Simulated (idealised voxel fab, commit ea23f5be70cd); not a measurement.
Herein follows the process module entitled voxel transistor to metal.
The width of the displayed cross-section, cut, is 295 nm; its cells are square, with a size of 5 nm.
For the purposes of this document, a cross-section shall be understood as a grid of square cells, specified as bands listed in top-to-bottom order, each band consisting of one or more rows of cells. Read a band's entry like this: the first values are the height of its top and the height of its bottom in nm, and what follows is the sequence of materials from left to right, each with its width in nm. Note that "empty" is empty space, and that a single material marked "everywhere" reaches across the band from edge to edge. Ref level 0: as-received wafer is one material below here. Bottom band extends down with no lower bound ("top 0, no bottom"). A two-number width, for instance "30..40", indicates that the width is equal to the first number in the top row of the band and to the second number in the bottom row, and that it changes by a constant amount per row of cells. When a step is marked "same as before", none of the cells in the cross-section changed during that step. Listed in "Voids, sealed": every empty space of 8 or more cells without an open way to the top. Form: width x height at distance, the distance being from the left edge, all in nm. Text after the settings on a step's line: the simulator's own remark on that step. overlay nm: mask right of planned place by this much (step with mask). Neg. = left.
Plan
1: op RECEIVE | material Si
2: op CONFORMAL_DEP | material SiO2 | thk nm 5
3: op CONFORMAL_DEP | material SiN | thk nm 15
4: op PATTERN | tone cover | mask id ACTIVE | material resist | width nm 95 | pitch nm 130 | thk nm 20 | overlay nm 0
5: op DIRECTIONAL_ETCH | etch materials SiN | depth nm 15
6: op DIRECTIONAL_ETCH | etch materials SiO2 | depth nm 5
7: op DIRECTIONAL_ETCH | etch materials Si | depth nm 30
8: op STRIP | etch materials resist
9: op OXIDIZE | depth nm 5
10: op FILL_DEP | material SiO2 | thk nm 15
11: op CMP | height nm 20
12: op SELECTIVE_ETCH | etch materials SiO2 | depth nm 15
13: op STRIP | etch materials SiN
14: op SELECTIVE_ETCH | etch materials SiO2 | depth nm 5
15: op OXIDIZE | depth nm 5
16: op DIRECTIONAL_DEP | material polySi | thk nm 25
17: op DIRECTIONAL_DEP | material SiCN | thk nm 15
18: op DIRECTIONAL_DEP | material aC | thk nm 10
19: op PATTERN | tone cover | mask id GATE | material resist | width nm 25 | pitch nm 130 | thk nm 25 | overlay nm 0
20: op DIRECTIONAL_ETCH | etch materials aC | depth nm 10
21: op STRIP | etch materials resist
22: op DIRECTIONAL_ETCH | etch materials SiCN | depth nm 25
23: op DIRECTIONAL_ETCH | etch materials polySi | depth nm 35
24: op STRIP | etch materials aC
25: op CONFORMAL_DEP | material SiN | thk nm 5
26: op DIRECTIONAL_ETCH | etch materials SiN | depth nm 5
27: op DIRECTIONAL_ETCH | etch materials SiO2 | depth nm 5
28: op DIRECTIONAL_ETCH | etch materials Si | depth nm 10
29: op EPI | material nSi | thk nm 15
30: op FILL_DEP | material SiO2 | thk nm 5
31: op CMP | height nm 40
32: op DIRECTIONAL_DEP | material SiO2 | thk nm 10
33: op PATTERN | tone open | mask id CONTACT | material resist | width nm 30 | pitch nm 65 | thk nm 15 | overlay nm 0
34: op DIRECTIONAL_ETCH | etch materials SiO2 | depth nm 50
35: op STRIP | etch materials resist
36: op CONFORMAL_DEP | material TiN | thk nm 5
37: op FILL_DEP | material W | thk nm 5
38: op CMP | height nm 50
39: op DIRECTIONAL_DEP | material TiN | thk nm 5
40: op DIRECTIONAL_DEP | material Ru | thk nm 15
41: op MASKED_ETCH | tone cover | mask id METAL_1 | width nm 15 | etch materials Ru | depth nm 15 | overlay nm 0
42: op MASKED_ETCH | tone cover | mask id METAL_1 | width nm 15 | etch materials TiN | depth nm 5 | overlay nm 0
43: op CONFORMAL_DEP | material SiN | thk nm 5
44: op FILL_DEP | material SiO2 | thk nm 5
45: op CMP | height nm 70
46: op CONFORMAL_DEP | material SiCN | thk nm 5
47: op DIRECTIONAL_DEP | material SiO2 | thk nm 25
48: op DIRECTIONAL_DEP | material aC | thk nm 10
49: op PATTERN | tone open | mask id METAL_2 | material resist | width nm 15 | pitch nm 130 | thk nm 30 | overlay nm 0
50: op DIRECTIONAL_ETCH | etch materials aC | depth nm 10
51: op STRIP | etch materials resist
52: op DIRECTIONAL_ETCH | etch materials SiO2 | depth nm 15
53: op STRIP | etch materials aC
54: op MASKED_ETCH | tone open | mask id METAL_2_HOLES | width nm 15 | pitch nm 130 | etch materials SiO2 | depth nm 10 | overlay nm 0
55: op MASKED_ETCH | tone open | mask id METAL_2_HOLES | width nm 15 | pitch nm 130 | etch materials SiCN | depth nm 5 | overlay nm 0
56: op CONFORMAL_DEP | material TiN | thk nm 5
57: op FILL_DEP | material Ru | thk nm 10
58: op CMP | height nm 100
59: op CONFORMAL_DEP | material SiN | thk nm 5
Quick note for whoever runs this: the wafers start identical, but the width nm at step 4 isn't the same across them. The plan just shows what the first wafer had.
Cut through the first of several wafers as received, post step 1
- top 0, no bottom | Si everywhere
- Voids, sealed: none
Each row below is a wafer at the end of the module, listing for every material the number of cells it has gained (+) or lost (-) since it was received, followed by its closed voids
width nm 95; +46 Ru; -249 Si; +83 SiCN; +162 SiN; +805 SiO2; +134 TiN; +120 W; +88 nSi; +50 polySi; Voids, sealed: none
width nm 100; +46 Ru; -241 Si; +83 SiCN; +162 SiN; +791 SiO2; +134 TiN; +120 W; +94 nSi; +50 polySi; Voids, sealed: none
width nm 105; +46 Ru; -233 Si; +83 SiCN; +162 SiN; +777 SiO2; +134 TiN; +120 W; +100 nSi; +50 polySi; Voids, sealed: none
width nm 110; +46 Ru; -225 Si; +83 SiCN; +162 SiN; +763 SiO2; +134 TiN; +120 W; +106 nSi; +50 polySi; Voids, sealed: none
width nm 115; +46 Ru; -217 Si; +83 SiCN; +162 SiN; +749 SiO2; +134 TiN; +120 W; +112 nSi; +50 polySi; Voids, sealed: none
